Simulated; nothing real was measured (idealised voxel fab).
The following is a process module called voxel transistor to metal.
For reference, the cross-section in this document is cut, with width 290 nm and square cells of 5 nm.
Cross-section spec: square-cell grid; bands listed top down; each band is one or more rows. Top, bottom (nm), then materials left to right with widths (nm); lone material tagged "throughout" fills the whole band edge to edge; "blank" = empty space. Heights are reckoned from 0. Under this level, the received wafer is all of one material. The bottommost band is open-ended downward, for example "z 0 and below". Graded width ("30->40"): value in top row of band = first number; value in bottom row = second number; row-to-row change constant. For the purposes of this document, the phrase "no alterations made" attached to a step denotes that no cell within the cross-section was modified by that step. So "Cavities, sealed" is basically the list of trapped voids: any empty space of 8 cells or more that can't reach the top through an opening. They're written width x height at distance, the distance being from the left edge, and it's all nm. On each step's line, the part that comes after the settings is the simulator's own comment on the step. overlay nm: step with mask; distance mask lay right of planned place; negative value = left of planned place. In what follows, pairs of cross-sections are presented, each taken before and after one process step, with the after cross-section shown only down to the lowest band that was altered; the step, together with its settings, is stated below the pair. The pairs may stem from different runs of this module on the same starting wafer; accordingly, a pair should be taken as continuing from the one above it solely where its entry headed "Incoming profile" indicates as much.

-- Incoming profile
* z 5 to 0 = blank (30); SiO2 (100); blank (25); SiO2 (100); blank (35)
* z 0 to -5 = SiO2 throughout
* z -5 to -30 = Si (25); SiO2 (110); Si (15); SiO2 (110); Si (30)
* z -30 and below = Si throughout
* Cavities, sealed: none

-- Post-Process Section
* z 0 to -5 = blank (35); SiO2 (90); blank (35); SiO2 (90); blank (40)
* Under the height -5 nothing was changed.
* Cavities, sealed: none
The cross-sections above show the structure before and after this step: SELECTIVE_ETCH (etch materials SiO2; depth nm 5)

Incoming profile: Reference is made to the cross-section shown after the step in the pair directly above, which represents the state prior to this step.

-- Post-Process Section
* z 0 to -5 = blank (35); SiO2 (90); blank (35); SiO2 (90); blank (40)
* z -5 to -10 = SiO2 throughout
* Under the height -10 nothing was changed.
* Cavities, sealed: none
The cross-sections above show the structure before and after this step: OXIDIZE (depth nm 5)

Incoming profile: Reference is made to the cross-section shown after the step in the pair directly above, which represents the state prior to this step.

-- Post-Process Section
* z 30 to 25 = blank (35); polySi (90); blank (35); polySi (90); blank (40)
* z 25 to 0 = polySi throughout
* z 0 to -5 = polySi (35); SiO2 (90); polySi (35); SiO2 (90); polySi (40)
* Under the height -5 nothing was changed.
* Cavities, sealed: none
The cross-sections above show the structure before and after this step: DIRECTIONAL_DEP (material polySi; thk nm 30)

Incoming profile: Reference is made to the cross-section shown after the step in the pair directly above, which represents the state prior to this step.

-- Post-Process Section
* z 40 to 35 = blank (35); SiCN (90); blank (35); SiCN (90); blank (40)
* z 35 to 30 = SiCN throughout
* z 30 to 25 = SiCN (35); polySi (90); SiCN (35); polySi (90); SiCN (40)
* Under the height 25 nothing was changed.
* Cavities, sealed: none
The cross-sections above show the structure before and after this step: DIRECTIONAL_DEP (material SiCN; thk nm 10)

Incoming profile: Reference is made to the cross-section shown after the step in the pair directly above, which represents the state prior to this step.

-- Post-Process Section
* z 40 to 30 = blank (65); SiCN (30); blank (95); SiCN (30); blank (70)
* z 30 to 25 = blank (35); polySi (90); blank (35); polySi (90); blank (40)
* Under the height 25 nothing was changed.
* Cavities, sealed: none
The cross-sections above show the structure before and after this step: MASKED_ETCH (tone cover; mask id GATE; width nm 30; pitch nm 125; etch materials SiCN; depth nm 20; overlay nm 0)

Incoming profile: Reference is made to the cross-section shown after the step in the pair directly above, which represents the state prior to this step.

-- Post-Process Section
* z 40 to 30 = blank (65); SiCN (30); blank (95); SiCN (30); blank (70)
* z 30 to 0 = blank (65); polySi (30); blank (95); polySi (30); blank (70)
* z 0 to -5 = blank (35); SiO2 (90); blank (35); SiO2 (90); blank (40)
* Under the height -5 nothing was changed.
* Cavities, sealed: none
The cross-sections above show the structure before and after this step: MASKED_ETCH (tone cover; mask id GATE; width nm 30; pitch nm 125; etch materials polySi; depth nm 40; overlay nm 0)

Incoming profile: Reference is made to the cross-section shown after the step in the pair directly above, which represents the state prior to this step.

-- Post-Process Section
* z 45 to 40 = blank (60); SiN (40); blank (85); SiN (40); blank (65)
* z 40 to 30 = blank (60); SiN (5); SiCN (30); SiN (5); blank (85); SiN (5); SiCN (30); SiN (5); blank (65)
* z 30 to 5 = blank (60); SiN (5); polySi (30); SiN (5); blank (85); SiN (5); polySi (30); SiN (5); blank (65)
* z 5 to 0 = blank (30); SiN (35); polySi (30); SiN (35); blank (25); SiN (35); polySi (30); SiN (35); blank (35)
* z 0 to -5 = SiN (35); SiO2 (90); SiN (35); SiO2 (90); SiN (40)
* Under the height -5 nothing was changed.
* Cavities, sealed: none
The cross-sections above show the structure before and after this step: CONFORMAL_DEP (material SiN; thk nm 5)

Incoming profile: Reference is made to the cross-section shown after the step in the pair directly above, which represents the state prior to this step.

-- Post-Process Section
* z 40 to 30 = blank (60); SiN (5); SiCN (30); SiN (5); blank (85); SiN (5); SiCN (30); SiN (5); blank (65)
* z 30 to 0 = blank (60); SiN (5); polySi (30); SiN (5); blank (85); SiN (5); polySi (30); SiN (5); blank (65)
* z 0 to -5 = blank (30); SiN (5); SiO2 (90); SiN (5); blank (25); SiN (5); SiO2 (90); SiN (5); blank (35)
* Under the height -5 nothing was changed.
* Cavities, sealed: none
The cross-sections above show the structure before and after this step: DIRECTIONAL_ETCH (etch materials SiN; depth nm 5)

Incoming profile: Reference is made to the cross-section shown after the step in the pair directly above, which represents the state prior to this step.

-- Post-Process Section
* z 40 to 30 = blank (60); SiN (5); SiCN (30); SiN (5); blank (85); SiN (5); SiCN (30); SiN (5); blank (65)
* z 30 to 0 = blank (60); SiN (5); polySi (30); SiN (5); blank (85); SiN (5); polySi (30); SiN (5); blank (65)
* z 0 to -5 = blank (30); SiN (5); blank (25); SiO2 (40); blank (25); SiN (5); blank (25); SiN (5); blank (25); SiO2 (40); blank (25); SiN (5); blank (35)
* z -5 to -10 = blank (30); SiO2 (100); blank (25); SiO2 (100); blank (35)
* Under the height -10 nothing was changed.
* Cavities, sealed: none
The cross-sections above show the structure before and after this step: DIRECTIONAL_ETCH (etch materials SiO2; depth nm 5)

Incoming profile: Reference is made to the cross-section shown after the step in the pair directly above, which represents the state prior to this step.

-- Post-Process Section
* z 40 to 30 = blank (60); SiN (5); SiCN (30); SiN (5); blank (85); SiN (5); SiCN (30); SiN (5); blank (65)
* z 30 to 0 = blank (60); SiN (5); polySi (30); SiN (5); blank (85); SiN (5); polySi (30); SiN (5); blank (65)
* z 0 to -5 = blank (30); SiN (5); blank (25); SiO2 (40); blank (25); SiN (5); blank (25); SiN (5); blank (25); SiO2 (40); blank (25); SiN (5); blank (35)
* z -5 to -10 = blank (30); SiO2 (100); blank (25); SiO2 (100); blank (35)
* z -10 to -20 = blank (25); SiO2 (110); blank (15); SiO2 (110); blank (30)
* Under the height -20 nothing was changed.
* Cavities, sealed: none
The cross-sections above show the structure before and after this step: DIRECTIONAL_ETCH (etch materials Si; depth nm 10)

Incoming profile: Reference is made to the cross-section shown after the step in the pair directly above, which represents the state prior to this step.

-- Post-Process Section
* z 40 to 30 = blank (60); SiN (5); SiCN (30); SiN (5); blank (85); SiN (5); SiCN (30); SiN (5); blank (65)
* z 30 to 0 = blank (60); SiN (5); polySi (30); SiN (5); blank (85); SiN (5); polySi (30); SiN (5); blank (65)
* z 0 to -5 = blank (30); SiN (5); blank (25); SiO2 (40); blank (25); SiN (5); blank (25); SiN (5); blank (25); SiO2 (40); blank (25); SiN (5); blank (35)
* z -5 to -10 = blank (30); SiO2 (100); blank (25); SiO2 (100); blank (35)
* z -10 to -20 = SiGe (25); SiO2 (110); SiGe (15); SiO2 (110); SiGe (30)
* Under the height -20 nothing was changed.
* Cavities, sealed: none
The cross-sections above show the structure before and after this step: EPI (material SiGe; thk nm 10)

Incoming profile: Reference is made to the cross-section shown after the step in the pair directly above, which represents the state prior to this step.

-- Post-Process Section
* z 45 to 40 = SiO2 throughout
* z 40 to 30 = SiO2 (60); SiN (5); SiCN (30); SiN (5); SiO2 (85); SiN (5); SiCN (30); SiN (5); SiO2 (65)
* z 30 to 0 = SiO2 (60); SiN (5); polySi (30); SiN (5); SiO2 (85); SiN (5); polySi (30); SiN (5); SiO2 (65)
* z 0 to -5 = SiO2 (30); SiN (5); SiO2 (90); SiN (5); SiO2 (25); SiN (5); SiO2 (90); SiN (5); SiO2 (35)
* z -5 to -10 = SiO2 throughout
* Under the height -10 nothing was changed.
* Cavities, sealed: none
The cross-sections above show the structure before and after this step: FILL_DEP (material SiO2; thk nm 5)

Incoming profile: Reference is made to the cross-section shown after the step in the pair directly above, which represents the state prior to this step.

-- Post-Process Section
* z 25 to 0 = SiO2 (60); SiN (5); polySi (30); SiN (5); SiO2 (85); SiN (5); polySi (30); SiN (5); SiO2 (65)
* Under the height 0 nothing was changed.
* Cavities, sealed: none
The cross-sections above show the structure before and after this step: CMP (height nm 25)

Incoming profile: Reference is made to the cross-section shown after the step in the pair directly above, which represents the state prior to this step.

-- Post-Process Section
* z 25 to 0 = SiO2 (60); SiN (5); blank (30); SiN (5); SiO2 (85); SiN (5); blank (30); SiN (5); SiO2 (65)
* Under the height 0 nothing was changed.
* Cavities, sealed: none
The cross-sections above show the structure before and after this step: STRIP (etch materials polySi)

Incoming profile: Reference is made to the cross-section shown after the step in the pair directly above, which represents the state prior to this step.

-- Post-Process Section
* z 25 to 20 = blank (60); SiN (5); blank (30); SiN (5); blank (85); SiN (5); blank (30); SiN (5); blank (65)
* z 20 to 0 = SiO2 (60); SiN (5); blank (30); SiN (5); SiO2 (85); SiN (5); blank (30); SiN (5); SiO2 (65)
* z 0 to -5 = SiO2 (30); SiN (5); SiO2 (25); blank (40); SiO2 (25); SiN (5); SiO2 (25); SiN (5); SiO2 (25); blank (40); SiO2 (25); SiN (5); SiO2 (35)
* Under the height -5 nothing was changed.
* Cavities, sealed: none
The cross-sections above show the structure before and after this step: SELECTIVE_ETCH (etch materials SiO2; depth nm 5)

Incoming profile: Reference is made to the cross-section shown after the step in the pair directly above, which represents the state prior to this step.

-- Post-Process Section
* z 30 to 25 = blank (55); HfO2 (15); blank (20); HfO2 (15); blank (75); HfO2 (15); blank (20); HfO2 (15); blank (60)
* z 25 to 20 = HfO2 (60); SiN (5); HfO2 (5); blank (20); HfO2 (5); SiN (5); HfO2 (85); SiN (5); HfO2 (5); blank (20); HfO2 (5); SiN (5); HfO2 (65)
* z 20 to 0 = SiO2 (60); SiN (5); HfO2 (5); blank (20); HfO2 (5); SiN (5); SiO2 (85); SiN (5); HfO2 (5); blank (20); HfO2 (5); SiN (5); SiO2 (65)
* z 0 to -5 = SiO2 (30); SiN (5); SiO2 (25); HfO2 (40); SiO2 (25); SiN (5); SiO2 (25); SiN (5); SiO2 (25); HfO2 (40); SiO2 (25); SiN (5); SiO2 (35)
* Under the height -5 nothing was changed.
* Cavities, sealed: none
The cross-sections above show the structure before and after this step: CONFORMAL_DEP (material HfO2; thk nm 5)

Incoming profile: Reference is made to the cross-section shown after the step in the pair directly above, which represents the state prior to this step.

-- Post-Process Section
* z 35 to 30 = blank (50); TiN (25); blank (10); TiN (25); blank (65); TiN (25); blank (10); TiN (25); blank (55)
* z 30 to 25 = TiN (55); HfO2 (15); TiN (5); blank (10); TiN (5); HfO2 (15); TiN (75); HfO2 (15); TiN (5); blank (10); TiN (5); HfO2 (15); TiN (60)
* z 25 to 20 = HfO2 (60); SiN (5); HfO2 (5); TiN (5); blank (10); TiN (5); HfO2 (5); SiN (5); HfO2 (85); SiN (5); HfO2 (5); TiN (5); blank (10); TiN (5); HfO2 (5); SiN (5); HfO2 (65)
* z 20 to 5 = SiO2 (60); SiN (5); HfO2 (5); TiN (5); blank (10); TiN (5); HfO2 (5); SiN (5); SiO2 (85); SiN (5); HfO2 (5); TiN (5); blank (10); TiN (5); HfO2 (5); SiN (5); SiO2 (65)
* z 5 to 0 = SiO2 (60); SiN (5); HfO2 (5); TiN (20); HfO2 (5); SiN (5); SiO2 (85); SiN (5); HfO2 (5); TiN (20); HfO2 (5); SiN (5); SiO2 (65)
* Under the height 0 nothing was changed.
* Cavities, sealed: none
The cross-sections above show the structure before and after this step: CONFORMAL_DEP (material TiN; thk nm 5)

Incoming profile: Reference is made to the cross-section shown after the step in the pair directly above, which represents the state prior to this step.

-- Post-Process Section
* z 40 to 35 = W throughout
* z 35 to 30 = W (50); TiN (25); W (10); TiN (25); W (65); TiN (25); W (10); TiN (25); W (55)
* z 30 to 25 = TiN (55); HfO2 (15); TiN (5); W (10); TiN (5); HfO2 (15); TiN (75); HfO2 (15); TiN (5); W (10); TiN (5); HfO2 (15); TiN (60)
* z 25 to 20 = HfO2 (60); SiN (5); HfO2 (5); TiN (5); W (10); TiN (5); HfO2 (5); SiN (5); HfO2 (85); SiN (5); HfO2 (5); TiN (5); W (10); TiN (5); HfO2 (5); SiN (5); HfO2 (65)
* z 20 to 5 = SiO2 (60); SiN (5); HfO2 (5); TiN (5); W (10); TiN (5); HfO2 (5); SiN (5); SiO2 (85); SiN (5); HfO2 (5); TiN (5); W (10); TiN (5); HfO2 (5); SiN (5); SiO2 (65)
* Under the height 5 nothing was changed.
* Cavities, sealed: none
The cross-sections above show the structure before and after this step: FILL_DEP (material W; thk nm 5)

Incoming profile: Reference is made to the cross-section shown after the step in the pair directly above, which represents the state prior to this step.

-- Post-Process Section
* z 20 to 5 = SiO2 (60); SiN (5); HfO2 (5); TiN (5); W (10); TiN (5); HfO2 (5); SiN (5); SiO2 (85); SiN (5); HfO2 (5); TiN (5); W (10); TiN (5); HfO2 (5); SiN (5); SiO2 (65)
* Under the height 5 nothing was changed.
* Cavities, sealed: none
The cross-sections above show the structure before and after this step: CMP (height nm 20)

Incoming profile: Reference is made to the cross-section shown after the step in the pair directly above, which represents the state prior to this step.

-- Post-Process Section
* z 30 to 20 = SiO2 throughout
* Under the height 20 nothing was changed.
* Cavities, sealed: none
The cross-sections above show the structure before and after this step: DIRECTIONAL_DEP (material SiO2; thk nm 10)

Incoming profile: Reference is made to the cross-section shown after the step in the pair directly above, which represents the state prior to this step.

-- Post-Process Section
* z 45 to 30 = aC throughout
* Under the height 30 nothing was changed.
* Cavities, sealed: none
The cross-sections above show the structure before and after this step: DIRECTIONAL_DEP (material aC; thk nm 15)

Incoming profile: Reference is made to the cross-section shown after the step in the pair directly above, which represents the state prior to this step.

-- Post-Process Section
* z 75 to 45 = resist (35); blank (15); resist (60); blank (15); resist (35); blank (15); resist (60); blank (15); resist (40)
* Under the height 45 nothing was changed.
* Cavities, sealed: none
The cross-sections above show the structure before and after this step: PATTERN (tone open; mask id CONTACT; material resist; width nm 15; thk nm 30; overlay nm 0)

Incoming profile: Reference is made to the cross-section shown after the step in the pair directly above, which represents the state prior to this step.

-- Post-Process Section
* z 60 to 45 = resist (35); blank (15); resist (60); blank (15); resist (35); blank (15); resist (60); blank (15); resist (40)
* z 45 to 30 = aC (35); blank (15); aC (60); blank (15); aC (35); blank (15); aC (60); blank (15); aC (40)
* Under the height 30 nothing was changed.
* Cavities, sealed: none
The cross-sections above show the structure before and after this step: DIRECTIONAL_ETCH (etch materials aC; depth nm 15)

Incoming profile: Reference is made to the cross-section shown after the step in the pair directly above, which represents the state prior to this step.

-- Post-Process Section
* z 45 to 30 = aC (35); blank (15); aC (60); blank (15); aC (35); blank (15); aC (60); blank (15); aC (40)
* Under the height 30 nothing was changed.
* Cavities, sealed: none
The cross-sections above show the structure before and after this step: STRIP (etch materials resist)

Incoming profile: Reference is made to the cross-section shown after the step in the pair directly above, which represents the state prior to this step.

-- Post-Process Section
* z 45 to 30 = aC (35); blank (15); aC (60); blank (15); aC (35); blank (15); aC (60); blank (15); aC (40)
* z 30 to 20 = SiO2 (35); blank (15); SiO2 (60); blank (15); SiO2 (35); blank (15); SiO2 (60); blank (15); SiO2 (40)
* z 20 to 5 = SiO2 (35); blank (15); SiO2 (10); SiN (5); HfO2 (5); TiN (5); W (10); TiN (5); HfO2 (5); SiN (5); SiO2 (10); blank (15); SiO2 (35); blank (15); SiO2 (10); SiN (5); HfO2 (5); TiN (5); W (10); TiN (5); HfO2 (5); SiN (5); SiO2 (10); blank (15); SiO2 (40)
* z 5 to 0 = SiO2 (35); blank (15); SiO2 (10); SiN (5); HfO2 (5); TiN (20); HfO2 (5); SiN (5); SiO2 (10); blank (15); SiO2 (35); blank (15); SiO2 (10); SiN (5); HfO2 (5); TiN (20); HfO2 (5); SiN (5); SiO2 (10); blank (15); SiO2 (40)
* z 0 to -5 = SiO2 (30); SiN (5); blank (15); SiO2 (10); HfO2 (40); SiO2 (10); blank (15); SiN (5); SiO2 (25); SiN (5); blank (15); SiO2 (10); HfO2 (40); SiO2 (10); blank (15); SiN (5); SiO2 (35)
* z -5 to -10 = SiO2 (35); blank (15); SiO2 (60); blank (15); SiO2 (35); blank (15); SiO2 (60); blank (15); SiO2 (40)
* Under the height -10 nothing was changed.
* Cavities, sealed: none
The cross-sections above show the structure before and after this step: DIRECTIONAL_ETCH (etch materials SiO2; depth nm 40)

Incoming profile: Reference is made to the cross-section shown after the step in the pair directly above, which represents the state prior to this step.

-- Post-Process Section
* z 30 to 20 = SiO2 (35); blank (15); SiO2 (60); blank (15); SiO2 (35); blank (15); SiO2 (60); blank (15); SiO2 (40)
* Under the height 20 nothing was changed.
* Cavities, sealed: none
The cross-sections above show the structure before and after this step: STRIP (etch materials aC)

Incoming profile: Reference is made to the cross-section shown after the step in the pair directly above, which represents the state prior to this step.

-- Post-Process Section
* z 35 to 30 = TiN (40); blank (5); TiN (70); blank (5); TiN (45); blank (5); TiN (70); blank (5); TiN (45)
* z 30 to 20 = SiO2 (35); TiN (5); blank (5); TiN (5); SiO2 (60); TiN (5); blank (5); TiN (5); SiO2 (35); TiN (5); blank (5); TiN (5); SiO2 (60); TiN (5); blank (5); TiN (5); SiO2 (40)
* z 20 to 5 = SiO2 (35); TiN (5); blank (5); TiN (5); SiO2 (10); SiN (5); HfO2 (5); TiN (5); W (10); TiN (5); HfO2 (5); SiN (5); SiO2 (10); TiN (5); blank (5); TiN (5); SiO2 (35); TiN (5); blank (5); TiN (5); SiO2 (10); SiN (5); HfO2 (5); TiN (5); W (10); TiN (5); HfO2 (5); SiN (5); SiO2 (10); TiN (5); blank (5); TiN (5); SiO2 (40)
* z 5 to 0 = SiO2 (35); TiN (5); blank (5); TiN (5); SiO2 (10); SiN (5); HfO2 (5); TiN (20); HfO2 (5); SiN (5); SiO2 (10); TiN (5); blank (5); TiN (5); SiO2 (35); TiN (5); blank (5); TiN (5); SiO2 (10); SiN (5); HfO2 (5); TiN (20); HfO2 (5); SiN (5); SiO2 (10); TiN (5); blank (5); TiN (5); SiO2 (40)
* z 0 to -5 = SiO2 (30); SiN (5); TiN (5); blank (5); TiN (5); SiO2 (10); HfO2 (40); SiO2 (10); TiN (5); blank (5); TiN (5); SiN (5); SiO2 (25); SiN (5); TiN (5); blank (5); TiN (5); SiO2 (10); HfO2 (40); SiO2 (10); TiN (5); blank (5); TiN (5); SiN (5); SiO2 (35)
* z -5 to -10 = SiO2 (35); TiN (15); SiO2 (60); TiN (15); SiO2 (35); TiN (15); SiO2 (60); TiN (15); SiO2 (40)
* Under the height -10 nothing was changed.
* Cavities, sealed: none
The cross-sections above show the structure before and after this step: CONFORMAL_DEP (material TiN; thk nm 5)

Incoming profile: Reference is made to the cross-section shown after the step in the pair directly above, which represents the state prior to this step.

-- Post-Process Section
* z 40 to 35 = Ru throughout
* z 35 to 30 = TiN (40); Ru (5); TiN (70); Ru (5); TiN (45); Ru (5); TiN (70); Ru (5); TiN (45)
* z 30 to 20 = SiO2 (35); TiN (5); Ru (5); TiN (5); SiO2 (60); TiN (5); Ru (5); TiN (5); SiO2 (35); TiN (5); Ru (5); TiN (5); SiO2 (60); TiN (5); Ru (5); TiN (5); SiO2 (40)
* z 20 to 5 = SiO2 (35); TiN (5); Ru (5); TiN (5); SiO2 (10); SiN (5); HfO2 (5); TiN (5); W (10); TiN (5); HfO2 (5); SiN (5); SiO2 (10); TiN (5); Ru (5); TiN (5); SiO2 (35); TiN (5); Ru (5); TiN (5); SiO2 (10); SiN (5); HfO2 (5); TiN (5); W (10); TiN (5); HfO2 (5); SiN (5); SiO2 (10); TiN (5); Ru (5); TiN (5); SiO2 (40)
* z 5 to 0 = SiO2 (35); TiN (5); Ru (5); TiN (5); SiO2 (10); SiN (5); HfO2 (5); TiN (20); HfO2 (5); SiN (5); SiO2 (10); TiN (5); Ru (5); TiN (5); SiO2 (35); TiN (5); Ru (5); TiN (5); SiO2 (10); SiN (5); HfO2 (5); TiN (20); HfO2 (5); SiN (5); SiO2 (10); TiN (5); Ru (5); TiN (5); SiO2 (40)
* z 0 to -5 = SiO2 (30); SiN (5); TiN (5); Ru (5); TiN (5); SiO2 (10); HfO2 (40); SiO2 (10); TiN (5); Ru (5); TiN (5); SiN (5); SiO2 (25); SiN (5); TiN (5); Ru (5); TiN (5); SiO2 (10); HfO2 (40); SiO2 (10); TiN (5); Ru (5); TiN (5); SiN (5); SiO2 (35)
* Under the height -5 nothing was changed.
* Cavities, sealed: none
The cross-sections above show the structure before and after this step: FILL_DEP (material Ru; thk nm 5)

Incoming profile: Reference is made to the cross-section shown after the step in the pair directly above, which represents the state prior to this step.

-- Post-Process Section
* z 30 to 20 = SiO2 (35); TiN (5); Ru (5); TiN (5); SiO2 (60); TiN (5); Ru (5); TiN (5); SiO2 (35); TiN (5); Ru (5); TiN (5); SiO2 (60); TiN (5); Ru (5); TiN (5); SiO2 (40)
* Under the height 20 nothing was changed.
* Cavities, sealed: none
The cross-sections above show the structure before and after this step: CMP (height nm 30)

Incoming profile: Reference is made to the cross-section shown after the step in the pair directly above, which represents the state prior to this step.

-- Post-Process Section
* z 35 to 30 = SiN throughout
* Under the height 30 nothing was changed.
* Cavities, sealed: none
The cross-sections above show the structure before and after this step: CONFORMAL_DEP (material SiN; thk nm 5)

Incoming profile: Reference is made to the cross-section shown after the step in the pair directly above, which represents the state prior to this step.

-- Post-Process Section
* z 60 to 35 = lowk throughout
* Under the height 35 nothing was changed.
* Cavities, sealed: none
The cross-sections above show the structure before and after this step: DIRECTIONAL_DEP (material lowk; thk nm 25)

Incoming profile: Reference is made to the cross-section shown after the step in the pair directly above, which represents the state prior to this step.

-- Post-Process Section
* z 80 to 60 = resist (35); blank (15); resist (60); blank (15); resist (35); blank (15); resist (60); blank (15); resist (40)
* Under the height 60 nothing was changed.
* Cavities, sealed: none
The cross-sections above show the structure before and after this step: PATTERN (tone open; mask id METAL_1; material resist; width nm 15; thk nm 20; overlay nm 0)

Incoming profile: Reference is made to the cross-section shown after the step in the pair directly above, which represents the state prior to this step.

-- Post-Process Section
* z 80 to 60 = resist (35); blank (15); resist (60); blank (15); resist (35); blank (15); resist (60); blank (15); resist (40)
* z 60 to 35 = lowk (35); blank (15); lowk (60); blank (15); lowk (35); blank (15); lowk (60); blank (15); lowk (40)
* Under the height 35 nothing was changed.
* Cavities, sealed: none
The cross-sections above show the structure before and after this step: DIRECTIONAL_ETCH (etch materials lowk; depth nm 25)

Incoming profile: Reference is made to the cross-section shown after the step in the pair directly above, which represents the state prior to this step.

-- Post-Process Section
* z 80 to 60 = resist (35); blank (15); resist (60); blank (15); resist (35); blank (15); resist (60); blank (15); resist (40)
* z 60 to 35 = lowk (35); blank (15); lowk (60); blank (15); lowk (35); blank (15); lowk (60); blank (15); lowk (40)
* z 35 to 30 = SiN (35); blank (15); SiN (60); blank (15); SiN (35); blank (15); SiN (60); blank (15); SiN (40)
* Under the height 30 nothing was changed.
* Cavities, sealed: none
The cross-sections above show the structure before and after this step: DIRECTIONAL_ETCH (etch materials SiN; depth nm 5)

Incoming profile: Reference is made to the cross-section shown after the step in the pair directly above, which represents the state prior to this step.

-- Post-Process Section
* z 60 to 35 = lowk (35); blank (15); lowk (60); blank (15); lowk (35); blank (15); lowk (60); blank (15); lowk (40)
* Under the height 35 nothing was changed.
* Cavities, sealed: none
The cross-sections above show the structure before and after this step: STRIP (etch materials resist)

Incoming profile: Reference is made to the cross-section shown after the step in the pair directly above, which represents the state prior to this step.

-- Post-Process Section
* z 65 to 60 = TiN (40); blank (5); TiN (70); blank (5); TiN (45); blank (5); TiN (70); blank (5); TiN (45)
* z 60 to 35 = lowk (35); TiN (5); blank (5); TiN (5); lowk (60); TiN (5); blank (5); TiN (5); lowk (35); TiN (5); blank (5); TiN (5); lowk (60); TiN (5); blank (5); TiN (5); lowk (40)
* z 35 to 30 = SiN (35); TiN (15); SiN (60); TiN (15); SiN (35); TiN (15); SiN (60); TiN (15); SiN (40)
* Under the height 30 nothing was changed.
* Cavities, sealed: none
The cross-sections above show the structure before and after this step: CONFORMAL_DEP (material TiN; thk nm 5)

Incoming profile: Reference is made to the cross-section shown after the step in the pair directly above, which represents the state prior to this step.

-- Post-Process Section
* z 70 to 65 = Cu throughout
* z 65 to 60 = TiN (40); Cu (5); TiN (70); Cu (5); TiN (45); Cu (5); TiN (70); Cu (5); TiN (45)
* z 60 to 35 = lowk (35); TiN (5); Cu (5); TiN (5); lowk (60); TiN (5); Cu (5); TiN (5); lowk (35); TiN (5); Cu (5); TiN (5); lowk (60); TiN (5); Cu (5); TiN (5); lowk (40)
* Under the height 35 nothing was changed.
* Cavities, sealed: none
The cross-sections above show the structure before and after this step: FILL_DEP (material Cu; thk nm 5)

Incoming profile: Reference is made to the cross-section shown after the step in the pair directly above, which represents the state prior to this step.

-- Post-Process Section
* z 60 to 35 = lowk (35); TiN (5); Cu (5); TiN (5); lowk (60); TiN (5); Cu (5); TiN (5); lowk (35); TiN (5); Cu (5); TiN (5); lowk (60); TiN (5); Cu (5); TiN (5); lowk (40)
* Under the height 35 nothing was changed.
* Cavities, sealed: none
The cross-sections above show the structure before and after this step: CMP (height nm 60)

Incoming profile: Reference is made to the cross-section shown after the step in the pair directly above, which represents the state prior to this step.

-- Post-Process Section
* z 65 to 60 = SiN throughout
* Under the height 60 nothing was changed.
* Cavities, sealed: none
The cross-sections above show the structure before and after this step: CONFORMAL_DEP (material SiN; thk nm 5)
